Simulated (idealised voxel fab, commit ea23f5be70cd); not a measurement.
process module | voxel wiring stack
cross-section cut | 250 nm wide | cells 5 nm
A cross-section is a grid of square cells, given in bands from the top down. A band is one or more rows of cells.
Each band's line starts with the height of the band's top and of its bottom, in nm. Then come its materials from left to right, each with its width in nm. One material with "throughout" fills the band from edge to edge. "air" is empty space.
Height 0 is the level under which the wafer as received is all one material. The lowest band goes on downwards, as in "0 down".
A width such as "30 to 40" changes by the same amount from each row of cells to the next, from the band's top row to its bottom row.
"no change" after a step means that no cell of the cross-section changed.
closed voids: empty space of 8 cells or more with no open way to the top, each as width x height at its distance from the left edge, in nm
after a step's settings: what the simulator itself notes on the step
overlay nm, on a step with a mask: how far to the right of its planned place the mask lay; to the left if negative
plan
1 op RECEIVE | material Si
2 op CONFORMAL_DEP | material SiO2 | thk nm 15
3 op CONFORMAL_DEP | material SiN | thk nm 5
4 op DIRECTIONAL_DEP | material lowk | thk nm 25
5 op MASKED_ETCH | tone open | mask id METAL_1 | width nm 30 | pitch nm 50 | etch materials lowk | depth nm 25 | overlay nm 0
6 op MASKED_ETCH | tone open | mask id METAL_1 | width nm 30 | pitch nm 50 | etch materials SiN | depth nm 5 | overlay nm 0
7 op CONFORMAL_DEP | material TiN | thk nm 5
8 op FILL_DEP | material Cu | thk nm 10
9 op CMP | height nm 45
10 op CONFORMAL_DEP | material SiCN | thk nm 5
11 op DIRECTIONAL_DEP | material lowk | thk nm 15
12 op DIRECTIONAL_DEP | material aC | thk nm 15
13 op PATTERN | tone open | mask id PLUG_1 | material resist | width nm 15 | pitch nm 50 | thk nm 30 | overlay nm 0
14 op DIRECTIONAL_ETCH | etch materials aC | depth nm 15
15 op STRIP | etch materials resist
16 op DIRECTIONAL_ETCH | etch materials lowk | depth nm 15
17 op DIRECTIONAL_ETCH | etch materials SiCN | depth nm 5
18 op STRIP | etch materials aC
19 op CONFORMAL_DEP | material TiN | thk nm 5
20 op FILL_DEP | material W | thk nm 10
21 op CMP | height nm 65
22 op CONFORMAL_DEP | material SiCN | thk nm 5
23 op DIRECTIONAL_DEP | material SiO2 | thk nm 20
24 op DIRECTIONAL_DEP | material aC | thk nm 15
25 op PATTERN | tone open | mask id METAL_2 | material resist | width nm 30 | pitch nm 50 | thk nm 35 | overlay nm 0
26 op DIRECTIONAL_ETCH | etch materials aC | depth nm 15
27 op STRIP | etch materials resist
28 op DIRECTIONAL_ETCH | etch materials SiO2 | depth nm 20
29 op DIRECTIONAL_ETCH | etch materials SiCN | depth nm 5
30 op STRIP | etch materials aC
31 op CONFORMAL_DEP | material TiN | thk nm 5
32 op FILL_DEP | material Cu | thk nm 5
33 op CMP | height nm 90
34 op CONFORMAL_DEP | material SiCN | thk nm 5
35 op DIRECTIONAL_DEP | material lowk | thk nm 10
36 op DIRECTIONAL_DEP | material aC | thk nm 10
37 op PATTERN | tone open | mask id PLUG_2 | material resist | width nm 15 | pitch nm 50 | thk nm 25 | overlay nm 0
38 op DIRECTIONAL_ETCH | etch materials aC | depth nm 10
39 op STRIP | etch materials resist
40 op DIRECTIONAL_ETCH | etch materials lowk | depth nm 10
41 op DIRECTIONAL_ETCH | etch materials SiCN | depth nm 5
42 op STRIP | etch materials aC
43 op EPI | material Ru | thk nm 10
44 op EPI | material Ru | thk nm 5
45 op CONFORMAL_DEP | material SiN | thk nm 5
46 op DIRECTIONAL_DEP | material SiO2 | thk nm 15
47 op DIRECTIONAL_DEP | material aC | thk nm 15
48 op PATTERN | tone open | mask id METAL_3 | material resist | width nm 30 | pitch nm 50 | thk nm 35 | overlay nm 0
49 op DIRECTIONAL_ETCH | etch materials aC | depth nm 15
50 op STRIP | etch materials resist
51 op DIRECTIONAL_ETCH | etch materials SiO2 | depth nm 15
52 op DIRECTIONAL_ETCH | etch materials SiN | depth nm 5
53 op STRIP | etch materials aC
54 op CONFORMAL_DEP | material TiN | thk nm 5
55 op FILL_DEP | material Cu | thk nm 5
56 op CMP | height nm 125
57 op EPI | material Ru | thk nm 5
58 op FILL_DEP | material SiCN | thk nm 5
first wafer, as planned
as received, after step 1
  0 down: Si throughout
  closed voids: none
after step 2
  15 to 0: SiO2 throughout
  below 0: unchanged
after step 3
  20 to 15: SiN throughout
  below 15: unchanged
after step 4
  45 to 20: lowk throughout
  below 20: unchanged
after step 5
  45 to 20: lowk 35 | air 30 | lowk 20 | air 30 | lowk 20 | air 30 | lowk 20 | air 30 | lowk 35
  below 20: unchanged
after step 6
  45 to 20: lowk 35 | air 30 | lowk 20 | air 30 | lowk 20 | air 30 | lowk 20 | air 30 | lowk 35
  20 to 15: SiN 35 | air 30 | SiN 20 | air 30 | SiN 20 | air 30 | SiN 20 | air 30 | SiN 35
  below 15: unchanged
after step 7
  50 to 45: TiN 40 | air 20 | TiN 30 | air 20 | TiN 30 | air 20 | TiN 30 | air 20 | TiN 40
  45 to 20: lowk 35 | TiN 5 | air 20 | TiN 5 | lowk 20 | TiN 5 | air 20 | TiN 5 | lowk 20 | TiN 5 | air 20 | TiN 5 | lowk 20 | TiN 5 | air 20 | TiN 5 | lowk 35
  20 to 15: SiN 35 | TiN 30 | SiN 20 | TiN 30 | SiN 20 | TiN 30 | SiN 20 | TiN 30 | SiN 35
  below 15: unchanged
after step 8
  60 to 50: Cu throughout
  50 to 45: TiN 40 | Cu 20 | TiN 30 | Cu 20 | TiN 30 | Cu 20 | TiN 30 | Cu 20 | TiN 40
  45 to 20: lowk 35 | TiN 5 | Cu 20 | TiN 5 | lowk 20 | TiN 5 | Cu 20 | TiN 5 | lowk 20 | TiN 5 | Cu 20 | TiN 5 | lowk 20 | TiN 5 | Cu 20 | TiN 5 | lowk 35
  below 20: unchanged
after step 9
  45 to 20: lowk 35 | TiN 5 | Cu 20 | TiN 5 | lowk 20 | TiN 5 | Cu 20 | TiN 5 | lowk 20 | TiN 5 | Cu 20 | TiN 5 | lowk 20 | TiN 5 | Cu 20 | TiN 5 | lowk 35
  below 20: unchanged
after step 10
  50 to 45: SiCN throughout
  below 45: unchanged
after step 11
  65 to 50: lowk throughout
  below 50: unchanged
after step 12
  80 to 65: aC throughout
  below 65: unchanged
after step 13
  110 to 80: resist 35 | air 15 | resist 35 | air 15 | resist 35 | air 15 | resist 35 | air 15 | resist 50
  below 80: unchanged
after step 14
  95 to 80: resist 35 | air 15 | resist 35 | air 15 | resist 35 | air 15 | resist 35 | air 15 | resist 50
  80 to 65: aC 35 | air 15 | aC 35 | air 15 | aC 35 | air 15 | aC 35 | air 15 | aC 50
  below 65: unchanged
after step 15
  80 to 65: aC 35 | air 15 | aC 35 | air 15 | aC 35 | air 15 | aC 35 | air 15 | aC 50
  below 65: unchanged
after step 16
  80 to 65: aC 35 | air 15 | aC 35 | air 15 | aC 35 | air 15 | aC 35 | air 15 | aC 50
  65 to 50: lowk 35 | air 15 | lowk 35 | air 15 | lowk 35 | air 15 | lowk 35 | air 15 | lowk 50
  below 50: unchanged
after step 17
  80 to 65: aC 35 | air 15 | aC 35 | air 15 | aC 35 | air 15 | aC 35 | air 15 | aC 50
  65 to 50: lowk 35 | air 15 | lowk 35 | air 15 | lowk 35 | air 15 | lowk 35 | air 15 | lowk 50
  50 to 45: SiCN 35 | air 15 | SiCN 35 | air 15 | SiCN 35 | air 15 | SiCN 35 | air 15 | SiCN 50
  below 45: unchanged
after step 18
  65 to 50: lowk 35 | air 15 | lowk 35 | air 15 | lowk 35 | air 15 | lowk 35 | air 15 | lowk 50
  below 50: unchanged
after step 19
  70 to 65: TiN 40 | air 5 | TiN 45 | air 5 | TiN 45 | air 5 | TiN 45 | air 5 | TiN 55
  65 to 50: lowk 35 | TiN 5 | air 5 | TiN 5 | lowk 35 | TiN 5 | air 5 | TiN 5 | lowk 35 | TiN 5 | air 5 | TiN 5 | lowk 35 | TiN 5 | air 5 | TiN 5 | lowk 50
  50 to 45: SiCN 35 | TiN 15 | SiCN 35 | TiN 15 | SiCN 35 | TiN 15 | SiCN 35 | TiN 15 | SiCN 50
  below 45: unchanged
after step 20
  80 to 70: W throughout
  70 to 65: TiN 40 | W 5 | TiN 45 | W 5 | TiN 45 | W 5 | TiN 45 | W 5 | TiN 55
  65 to 50: lowk 35 | TiN 5 | W 5 | TiN 5 | lowk 35 | TiN 5 | W 5 | TiN 5 | lowk 35 | TiN 5 | W 5 | TiN 5 | lowk 35 | TiN 5 | W 5 | TiN 5 | lowk 50
  below 50: unchanged
after step 21
  65 to 50: lowk 35 | TiN 5 | W 5 | TiN 5 | lowk 35 | TiN 5 | W 5 | TiN 5 | lowk 35 | TiN 5 | W 5 | TiN 5 | lowk 35 | TiN 5 | W 5 | TiN 5 | lowk 50
  below 50: unchanged
after step 22
  70 to 65: SiCN throughout
  below 65: unchanged
after step 23
  90 to 70: SiO2 throughout
  below 70: unchanged
after step 24
  105 to 90: aC throughout
  below 90: unchanged
after step 25
  140 to 105: resist 35 | air 30 | resist 20 | air 30 | resist 20 | air 30 | resist 20 | air 30 | resist 35
  below 105: unchanged
after step 26
  125 to 105: resist 35 | air 30 | resist 20 | air 30 | resist 20 | air 30 | resist 20 | air 30 | resist 35
  105 to 90: aC 35 | air 30 | aC 20 | air 30 | aC 20 | air 30 | aC 20 | air 30 | aC 35
  below 90: unchanged
after step 27
  105 to 90: aC 35 | air 30 | aC 20 | air 30 | aC 20 | air 30 | aC 20 | air 30 | aC 35
  below 90: unchanged
after step 28
  105 to 90: aC 35 | air 30 | aC 20 | air 30 | aC 20 | air 30 | aC 20 | air 30 | aC 35
  90 to 70: SiO2 35 | air 30 | SiO2 20 | air 30 | SiO2 20 | air 30 | SiO2 20 | air 30 | SiO2 35
  below 70: unchanged
after step 29
  105 to 90: aC 35 | air 30 | aC 20 | air 30 | aC 20 | air 30 | aC 20 | air 30 | aC 35
  90 to 70: SiO2 35 | air 30 | SiO2 20 | air 30 | SiO2 20 | air 30 | SiO2 20 | air 30 | SiO2 35
  70 to 65: SiCN 35 | air 30 | SiCN 20 | air 30 | SiCN 20 | air 30 | SiCN 20 | air 30 | SiCN 35
  below 65: unchanged
after step 30
  90 to 70: SiO2 35 | air 30 | SiO2 20 | air 30 | SiO2 20 | air 30 | SiO2 20 | air 30 | SiO2 35
  below 70: unchanged
after step 31
  95 to 90: TiN 40 | air 20 | TiN 30 | air 20 | TiN 30 | air 20 | TiN 30 | air 20 | TiN 40
  90 to 70: SiO2 35 | TiN 5 | air 20 | TiN 5 | SiO2 20 | TiN 5 | air 20 | TiN 5 | SiO2 20 | TiN 5 | air 20 | TiN 5 | SiO2 20 | TiN 5 | air 20 | TiN 5 | SiO2 35
  70 to 65: SiCN 35 | TiN 30 | SiCN 20 | TiN 30 | SiCN 20 | TiN 30 | SiCN 20 | TiN 30 | SiCN 35
  below 65: unchanged
after step 32
  100 to 95: Cu throughout
  95 to 90: TiN 40 | Cu 20 | TiN 30 | Cu 20 | TiN 30 | Cu 20 | TiN 30 | Cu 20 | TiN 40
  90 to 70: SiO2 35 | TiN 5 | Cu 20 | TiN 5 | SiO2 20 | TiN 5 | Cu 20 | TiN 5 | SiO2 20 | TiN 5 | Cu 20 | TiN 5 | SiO2 20 | TiN 5 | Cu 20 | TiN 5 | SiO2 35
  below 70: unchanged
after step 33
  90 to 70: SiO2 35 | TiN 5 | Cu 20 | TiN 5 | SiO2 20 | TiN 5 | Cu 20 | TiN 5 | SiO2 20 | TiN 5 | Cu 20 | TiN 5 | SiO2 20 | TiN 5 | Cu 20 | TiN 5 | SiO2 35
  below 70: unchanged
after step 34
  95 to 90: SiCN throughout
  below 90: unchanged
after step 35
  105 to 95: lowk throughout
  below 95: unchanged
after step 36
  115 to 105: aC throughout
  below 105: unchanged
after step 37
  140 to 115: resist 35 | air 15 | resist 35 | air 15 | resist 35 | air 15 | resist 35 | air 15 | resist 50
  below 115: unchanged
after step 38
  130 to 115: resist 35 | air 15 | resist 35 | air 15 | resist 35 | air 15 | resist 35 | air 15 | resist 50
  115 to 105: aC 35 | air 15 | aC 35 | air 15 | aC 35 | air 15 | aC 35 | air 15 | aC 50
  below 105: unchanged
after step 39
  115 to 105: aC 35 | air 15 | aC 35 | air 15 | aC 35 | air 15 | aC 35 | air 15 | aC 50
  below 105: unchanged
after step 40
  115 to 105: aC 35 | air 15 | aC 35 | air 15 | aC 35 | air 15 | aC 35 | air 15 | aC 50
  105 to 95: lowk 35 | air 15 | lowk 35 | air 15 | lowk 35 | air 15 | lowk 35 | air 15 | lowk 50
  below 95: unchanged
after step 41
  115 to 105: aC 35 | air 15 | aC 35 | air 15 | aC 35 | air 15 | aC 35 | air 15 | aC 50
  105 to 95: lowk 35 | air 15 | lowk 35 | air 15 | lowk 35 | air 15 | lowk 35 | air 15 | lowk 50
  95 to 90: SiCN 35 | air 15 | SiCN 35 | air 15 | SiCN 35 | air 15 | SiCN 35 | air 15 | SiCN 50
  below 90: unchanged
after step 42
  105 to 95: lowk 35 | air 15 | lowk 35 | air 15 | lowk 35 | air 15 | lowk 35 | air 15 | lowk 50
  below 95: unchanged
after step 43
  105 to 100: lowk 35 | air 15 | lowk 35 | air 15 | lowk 35 | air 15 | lowk 35 | air 15 | lowk 50
  100 to 95: lowk 35 | Ru 15 | lowk 35 | Ru 15 | lowk 35 | Ru 15 | lowk 35 | Ru 15 | lowk 50
  95 to 90: SiCN 35 | Ru 15 | SiCN 35 | Ru 15 | SiCN 35 | Ru 15 | SiCN 35 | Ru 15 | SiCN 50
  below 90: unchanged
after step 44
  105 to 95: lowk 35 | Ru 15 | lowk 35 | Ru 15 | lowk 35 | Ru 15 | lowk 35 | Ru 15 | lowk 50
  below 95: unchanged
after step 45
  110 to 105: SiN throughout
  below 105: unchanged
after step 46
  125 to 110: SiO2 throughout
  below 110: unchanged
after step 47
  140 to 125: aC throughout
  below 125: unchanged
after step 48
  175 to 140: resist 35 | air 30 | resist 20 | air 30 | resist 20 | air 30 | resist 20 | air 30 | resist 35
  below 140: unchanged
after step 49
  160 to 140: resist 35 | air 30 | resist 20 | air 30 | resist 20 | air 30 | resist 20 | air 30 | resist 35
  140 to 125: aC 35 | air 30 | aC 20 | air 30 | aC 20 | air 30 | aC 20 | air 30 | aC 35
  below 125: unchanged
after step 50
  140 to 125: aC 35 | air 30 | aC 20 | air 30 | aC 20 | air 30 | aC 20 | air 30 | aC 35
  below 125: unchanged
after step 51
  140 to 125: aC 35 | air 30 | aC 20 | air 30 | aC 20 | air 30 | aC 20 | air 30 | aC 35
  125 to 110: SiO2 35 | air 30 | SiO2 20 | air 30 | SiO2 20 | air 30 | SiO2 20 | air 30 | SiO2 35
  below 110: unchanged
after step 52
  140 to 125: aC 35 | air 30 | aC 20 | air 30 | aC 20 | air 30 | aC 20 | air 30 | aC 35
  125 to 110: SiO2 35 | air 30 | SiO2 20 | air 30 | SiO2 20 | air 30 | SiO2 20 | air 30 | SiO2 35
  110 to 105: SiN 35 | air 30 | SiN 20 | air 30 | SiN 20 | air 30 | SiN 20 | air 30 | SiN 35
  below 105: unchanged
after step 53
  125 to 110: SiO2 35 | air 30 | SiO2 20 | air 30 | SiO2 20 | air 30 | SiO2 20 | air 30 | SiO2 35
  below 110: unchanged
after step 54
  130 to 125: TiN 40 | air 20 | TiN 30 | air 20 | TiN 30 | air 20 | TiN 30 | air 20 | TiN 40
  125 to 110: SiO2 35 | TiN 5 | air 20 | TiN 5 | SiO2 20 | TiN 5 | air 20 | TiN 5 | SiO2 20 | TiN 5 | air 20 | TiN 5 | SiO2 20 | TiN 5 | air 20 | TiN 5 | SiO2 35
  110 to 105: SiN 35 | TiN 30 | SiN 20 | TiN 30 | SiN 20 | TiN 30 | SiN 20 | TiN 30 | SiN 35
  below 105: unchanged
after step 55
  135 to 130: Cu throughout
  130 to 125: TiN 40 | Cu 20 | TiN 30 | Cu 20 | TiN 30 | Cu 20 | TiN 30 | Cu 20 | TiN 40
  125 to 110: SiO2 35 | TiN 5 | Cu 20 | TiN 5 | SiO2 20 | TiN 5 | Cu 20 | TiN 5 | SiO2 20 | TiN 5 | Cu 20 | TiN 5 | SiO2 20 | TiN 5 | Cu 20 | TiN 5 | SiO2 35
  below 110: unchanged
after step 56
  125 to 110: SiO2 35 | TiN 5 | Cu 20 | TiN 5 | SiO2 20 | TiN 5 | Cu 20 | TiN 5 | SiO2 20 | TiN 5 | Cu 20 | TiN 5 | SiO2 20 | TiN 5 | Cu 20 | TiN 5 | SiO2 35
  below 110: unchanged
after step 57
  130 to 125: air 30 | Ru 40 | air 10 | Ru 40 | air 10 | Ru 40 | air 10 | Ru 40 | air 30
  below 125: unchanged
after step 58
  135 to 130: SiCN throughout
  130 to 125: SiCN 30 | Ru 40 | SiCN 10 | Ru 40 | SiCN 10 | Ru 40 | SiCN 10 | Ru 40 | SiCN 30
  below 125: unchanged
second wafer: like start, like plan, one mistake. Through step 1 it matches the first wafer
when step 2 should have ended: no change
when step 3 should have ended
  5 to 0: SiN throughout
  below 0: unchanged
when step 4 should have ended
  30 to 5: lowk throughout
  below 5: unchanged
when step 5 should have ended
  30 to 5: lowk 35 | air 30 | lowk 20 | air 30 | lowk 20 | air 30 | lowk 20 | air 30 | lowk 35
  below 5: unchanged
when step 6 should have ended
  30 to 5: lowk 35 | air 30 | lowk 20 | air 30 | lowk 20 | air 30 | lowk 20 | air 30 | lowk 35
  5 to 0: SiN 35 | air 30 | SiN 20 | air 30 | SiN 20 | air 30 | SiN 20 | air 30 | SiN 35
  below 0: unchanged
when step 7 should have ended
  35 to 30: TiN 40 | air 20 | TiN 30 | air 20 | TiN 30 | air 20 | TiN 30 | air 20 | TiN 40
  30 to 5: lowk 35 | TiN 5 | air 20 | TiN 5 | lowk 20 | TiN 5 | air 20 | TiN 5 | lowk 20 | TiN 5 | air 20 | TiN 5 | lowk 20 | TiN 5 | air 20 | TiN 5 | lowk 35
  5 to 0: SiN 35 | TiN 30 | SiN 20 | TiN 30 | SiN 20 | TiN 30 | SiN 20 | TiN 30 | SiN 35
  below 0: unchanged
when step 8 should have ended
  45 to 35: Cu throughout
  35 to 30: TiN 40 | Cu 20 | TiN 30 | Cu 20 | TiN 30 | Cu 20 | TiN 30 | Cu 20 | TiN 40
  30 to 5: lowk 35 | TiN 5 | Cu 20 | TiN 5 | lowk 20 | TiN 5 | Cu 20 | TiN 5 | lowk 20 | TiN 5 | Cu 20 | TiN 5 | lowk 20 | TiN 5 | Cu 20 | TiN 5 | lowk 35
  below 5: unchanged
when step 9 should have ended: no change
when step 10 should have ended
  50 to 45: SiCN throughout
  below 45: unchanged
when step 11 should have ended
  65 to 50: lowk throughout
  below 50: unchanged
when step 12 should have ended
  80 to 65: aC throughout
  below 65: unchanged
when step 13 should have ended
  110 to 80: resist 35 | air 15 | resist 35 | air 15 | resist 35 | air 15 | resist 35 | air 15 | resist 50
  below 80: unchanged
when step 14 should have ended
  95 to 80: resist 35 | air 15 | resist 35 | air 15 | resist 35 | air 15 | resist 35 | air 15 | resist 50
  80 to 65: aC 35 | air 15 | aC 35 | air 15 | aC 35 | air 15 | aC 35 | air 15 | aC 50
  below 65: unchanged
when step 15 should have ended
  80 to 65: aC 35 | air 15 | aC 35 | air 15 | aC 35 | air 15 | aC 35 | air 15 | aC 50
  below 65: unchanged
when step 16 should have ended
  80 to 65: aC 35 | air 15 | aC 35 | air 15 | aC 35 | air 15 | aC 35 | air 15 | aC 50
  65 to 50: lowk 35 | air 15 | lowk 35 | air 15 | lowk 35 | air 15 | lowk 35 | air 15 | lowk 50
  below 50: unchanged
when step 17 should have ended
  80 to 65: aC 35 | air 15 | aC 35 | air 15 | aC 35 | air 15 | aC 35 | air 15 | aC 50
  65 to 50: lowk 35 | air 15 | lowk 35 | air 15 | lowk 35 | air 15 | lowk 35 | air 15 | lowk 50
  50 to 45: SiCN 35 | air 15 | SiCN 35 | air 15 | SiCN 35 | air 15 | SiCN 35 | air 15 | SiCN 50
  below 45: unchanged
when step 18 should have ended
  65 to 50: lowk 35 | air 15 | lowk 35 | air 15 | lowk 35 | air 15 | lowk 35 | air 15 | lowk 50
  below 50: unchanged
when step 19 should have ended
  70 to 65: TiN 40 | air 5 | TiN 45 | air 5 | TiN 45 | air 5 | TiN 45 | air 5 | TiN 55
  65 to 50: lowk 35 | TiN 5 | air 5 | TiN 5 | lowk 35 | TiN 5 | air 5 | TiN 5 | lowk 35 | TiN 5 | air 5 | TiN 5 | lowk 35 | TiN 5 | air 5 | TiN 5 | lowk 50
  50 to 45: SiCN 35 | TiN 15 | SiCN 35 | TiN 15 | SiCN 35 | TiN 15 | SiCN 35 | TiN 15 | SiCN 50
  below 45: unchanged
when step 20 should have ended
  80 to 70: W throughout
  70 to 65: TiN 40 | W 5 | TiN 45 | W 5 | TiN 45 | W 5 | TiN 45 | W 5 | TiN 55
  65 to 50: lowk 35 | TiN 5 | W 5 | TiN 5 | lowk 35 | TiN 5 | W 5 | TiN 5 | lowk 35 | TiN 5 | W 5 | TiN 5 | lowk 35 | TiN 5 | W 5 | TiN 5 | lowk 50
  below 50: unchanged
when step 21 should have ended
  65 to 50: lowk 35 | TiN 5 | W 5 | TiN 5 | lowk 35 | TiN 5 | W 5 | TiN 5 | lowk 35 | TiN 5 | W 5 | TiN 5 | lowk 35 | TiN 5 | W 5 | TiN 5 | lowk 50
  below 50: unchanged
when step 22 should have ended
  70 to 65: SiCN throughout
  below 65: unchanged
when step 23 should have ended
  90 to 70: SiO2 throughout
  below 70: unchanged
when step 24 should have ended
  105 to 90: aC throughout
  below 90: unchanged
when step 25 should have ended
  140 to 105: resist 35 | air 30 | resist 20 | air 30 | resist 20 | air 30 | resist 20 | air 30 | resist 35
  below 105: unchanged
when step 26 should have ended
  125 to 105: resist 35 | air 30 | resist 20 | air 30 | resist 20 | air 30 | resist 20 | air 30 | resist 35
  105 to 90: aC 35 | air 30 | aC 20 | air 30 | aC 20 | air 30 | aC 20 | air 30 | aC 35
  below 90: unchanged
when step 27 should have ended
  105 to 90: aC 35 | air 30 | aC 20 | air 30 | aC 20 | air 30 | aC 20 | air 30 | aC 35
  below 90: unchanged
when step 28 should have ended
  105 to 90: aC 35 | air 30 | aC 20 | air 30 | aC 20 | air 30 | aC 20 | air 30 | aC 35
  90 to 70: SiO2 35 | air 30 | SiO2 20 | air 30 | SiO2 20 | air 30 | SiO2 20 | air 30 | SiO2 35
  below 70: unchanged
when step 29 should have ended
  105 to 90: aC 35 | air 30 | aC 20 | air 30 | aC 20 | air 30 | aC 20 | air 30 | aC 35
  90 to 70: SiO2 35 | air 30 | SiO2 20 | air 30 | SiO2 20 | air 30 | SiO2 20 | air 30 | SiO2 35
  70 to 65: SiCN 35 | air 30 | SiCN 20 | air 30 | SiCN 20 | air 30 | SiCN 20 | air 30 | SiCN 35
  below 65: unchanged
when step 30 should have ended
  90 to 70: SiO2 35 | air 30 | SiO2 20 | air 30 | SiO2 20 | air 30 | SiO2 20 | air 30 | SiO2 35
  below 70: unchanged
when step 31 should have ended
  95 to 90: TiN 40 | air 20 | TiN 30 | air 20 | TiN 30 | air 20 | TiN 30 | air 20 | TiN 40
  90 to 70: SiO2 35 | TiN 5 | air 20 | TiN 5 | SiO2 20 | TiN 5 | air 20 | TiN 5 | SiO2 20 | TiN 5 | air 20 | TiN 5 | SiO2 20 | TiN 5 | air 20 | TiN 5 | SiO2 35
  70 to 65: SiCN 35 | TiN 30 | SiCN 20 | TiN 30 | SiCN 20 | TiN 30 | SiCN 20 | TiN 30 | SiCN 35
  below 65: unchanged
when step 32 should have ended
  100 to 95: Cu throughout
  95 to 90: TiN 40 | Cu 20 | TiN 30 | Cu 20 | TiN 30 | Cu 20 | TiN 30 | Cu 20 | TiN 40
  90 to 70: SiO2 35 | TiN 5 | Cu 20 | TiN 5 | SiO2 20 | TiN 5 | Cu 20 | TiN 5 | SiO2 20 | TiN 5 | Cu 20 | TiN 5 | SiO2 20 | TiN 5 | Cu 20 | TiN 5 | SiO2 35
  below 70: unchanged
when step 33 should have ended
  90 to 70: SiO2 35 | TiN 5 | Cu 20 | TiN 5 | SiO2 20 | TiN 5 | Cu 20 | TiN 5 | SiO2 20 | TiN 5 | Cu 20 | TiN 5 | SiO2 20 | TiN 5 | Cu 20 | TiN 5 | SiO2 35
  below 70: unchanged
when step 34 should have ended
  95 to 90: SiCN throughout
  below 90: unchanged
when step 35 should have ended
  105 to 95: lowk throughout
  below 95: unchanged
when step 36 should have ended
  115 to 105: aC throughout
  below 105: unchanged
when step 37 should have ended
  140 to 115: resist 35 | air 15 | resist 35 | air 15 | resist 35 | air 15 | resist 35 | air 15 | resist 50
  below 115: unchanged
when step 38 should have ended
  130 to 115: resist 35 | air 15 | resist 35 | air 15 | resist 35 | air 15 | resist 35 | air 15 | resist 50
  115 to 105: aC 35 | air 15 | aC 35 | air 15 | aC 35 | air 15 | aC 35 | air 15 | aC 50
  below 105: unchanged
when step 39 should have ended
  115 to 105: aC 35 | air 15 | aC 35 | air 15 | aC 35 | air 15 | aC 35 | air 15 | aC 50
  below 105: unchanged
when step 40 should have ended
  115 to 105: aC 35 | air 15 | aC 35 | air 15 | aC 35 | air 15 | aC 35 | air 15 | aC 50
  105 to 95: lowk 35 | air 15 | lowk 35 | air 15 | lowk 35 | air 15 | lowk 35 | air 15 | lowk 50
  below 95: unchanged
when step 41 should have ended
  115 to 105: aC 35 | air 15 | aC 35 | air 15 | aC 35 | air 15 | aC 35 | air 15 | aC 50
  105 to 95: lowk 35 | air 15 | lowk 35 | air 15 | lowk 35 | air 15 | lowk 35 | air 15 | lowk 50
  95 to 90: SiCN 35 | air 15 | SiCN 35 | air 15 | SiCN 35 | air 15 | SiCN 35 | air 15 | SiCN 50
  below 90: unchanged
when step 42 should have ended
  105 to 95: lowk 35 | air 15 | lowk 35 | air 15 | lowk 35 | air 15 | lowk 35 | air 15 | lowk 50
  below 95: unchanged
when step 43 should have ended
  105 to 100: lowk 35 | air 15 | lowk 35 | air 15 | lowk 35 | air 15 | lowk 35 | air 15 | lowk 50
  100 to 95: lowk 35 | Ru 15 | lowk 35 | Ru 15 | lowk 35 | Ru 15 | lowk 35 | Ru 15 | lowk 50
  95 to 90: SiCN 35 | Ru 15 | SiCN 35 | Ru 15 | SiCN 35 | Ru 15 | SiCN 35 | Ru 15 | SiCN 50
  below 90: unchanged
when step 44 should have ended
  105 to 95: lowk 35 | Ru 15 | lowk 35 | Ru 15 | lowk 35 | Ru 15 | lowk 35 | Ru 15 | lowk 50
  below 95: unchanged
when step 45 should have ended
  110 to 105: SiN throughout
  below 105: unchanged
when step 46 should have ended
  125 to 110: SiO2 throughout
  below 110: unchanged
when step 47 should have ended
  140 to 125: aC throughout
  below 125: unchanged
when step 48 should have ended
  175 to 140: resist 35 | air 30 | resist 20 | air 30 | resist 20 | air 30 | resist 20 | air 30 | resist 35
  below 140: unchanged
when step 49 should have ended
  160 to 140: resist 35 | air 30 | resist 20 | air 30 | resist 20 | air 30 | resist 20 | air 30 | resist 35
  140 to 125: aC 35 | air 30 | aC 20 | air 30 | aC 20 | air 30 | aC 20 | air 30 | aC 35
  below 125: unchanged
when step 50 should have ended
  140 to 125: aC 35 | air 30 | aC 20 | air 30 | aC 20 | air 30 | aC 20 | air 30 | aC 35
  below 125: unchanged
when step 51 should have ended
  140 to 125: aC 35 | air 30 | aC 20 | air 30 | aC 20 | air 30 | aC 20 | air 30 | aC 35
  125 to 110: SiO2 35 | air 30 | SiO2 20 | air 30 | SiO2 20 | air 30 | SiO2 20 | air 30 | SiO2 35
  below 110: unchanged
when step 52 should have ended
  140 to 125: aC 35 | air 30 | aC 20 | air 30 | aC 20 | air 30 | aC 20 | air 30 | aC 35
  125 to 110: SiO2 35 | air 30 | SiO2 20 | air 30 | SiO2 20 | air 30 | SiO2 20 | air 30 | SiO2 35
  110 to 105: SiN 35 | air 30 | SiN 20 | air 30 | SiN 20 | air 30 | SiN 20 | air 30 | SiN 35
  below 105: unchanged
when step 53 should have ended
  125 to 110: SiO2 35 | air 30 | SiO2 20 | air 30 | SiO2 20 | air 30 | SiO2 20 | air 30 | SiO2 35
  below 110: unchanged
when step 54 should have ended
  130 to 125: TiN 40 | air 20 | TiN 30 | air 20 | TiN 30 | air 20 | TiN 30 | air 20 | TiN 40
  125 to 110: SiO2 35 | TiN 5 | air 20 | TiN 5 | SiO2 20 | TiN 5 | air 20 | TiN 5 | SiO2 20 | TiN 5 | air 20 | TiN 5 | SiO2 20 | TiN 5 | air 20 | TiN 5 | SiO2 35
  110 to 105: SiN 35 | TiN 30 | SiN 20 | TiN 30 | SiN 20 | TiN 30 | SiN 20 | TiN 30 | SiN 35
  below 105: unchanged
when step 55 should have ended
  135 to 130: Cu throughout
  130 to 125: TiN 40 | Cu 20 | TiN 30 | Cu 20 | TiN 30 | Cu 20 | TiN 30 | Cu 20 | TiN 40
  125 to 110: SiO2 35 | TiN 5 | Cu 20 | TiN 5 | SiO2 20 | TiN 5 | Cu 20 | TiN 5 | SiO2 20 | TiN 5 | Cu 20 | TiN 5 | SiO2 20 | TiN 5 | Cu 20 | TiN 5 | SiO2 35
  below 110: unchanged
when step 56 should have ended
  125 to 110: SiO2 35 | TiN 5 | Cu 20 | TiN 5 | SiO2 20 | TiN 5 | Cu 20 | TiN 5 | SiO2 20 | TiN 5 | Cu 20 | TiN 5 | SiO2 20 | TiN 5 | Cu 20 | TiN 5 | SiO2 35
  below 110: unchanged
when step 57 should have ended
  130 to 125: air 30 | Ru 40 | air 10 | Ru 40 | air 10 | Ru 40 | air 10 | Ru 40 | air 30
  below 125: unchanged
when step 58 should have ended
  135 to 130: SiCN throughout
  130 to 125: SiCN 30 | Ru 40 | SiCN 10 | Ru 40 | SiCN 10 | Ru 40 | SiCN 10 | Ru 40 | SiCN 30
  below 125: unchanged
what went wrong: step 2 was left out
at the end the second wafer has, in cells: 116 more of Cu | 150 fewer of SiO2 | 34 more of TiN
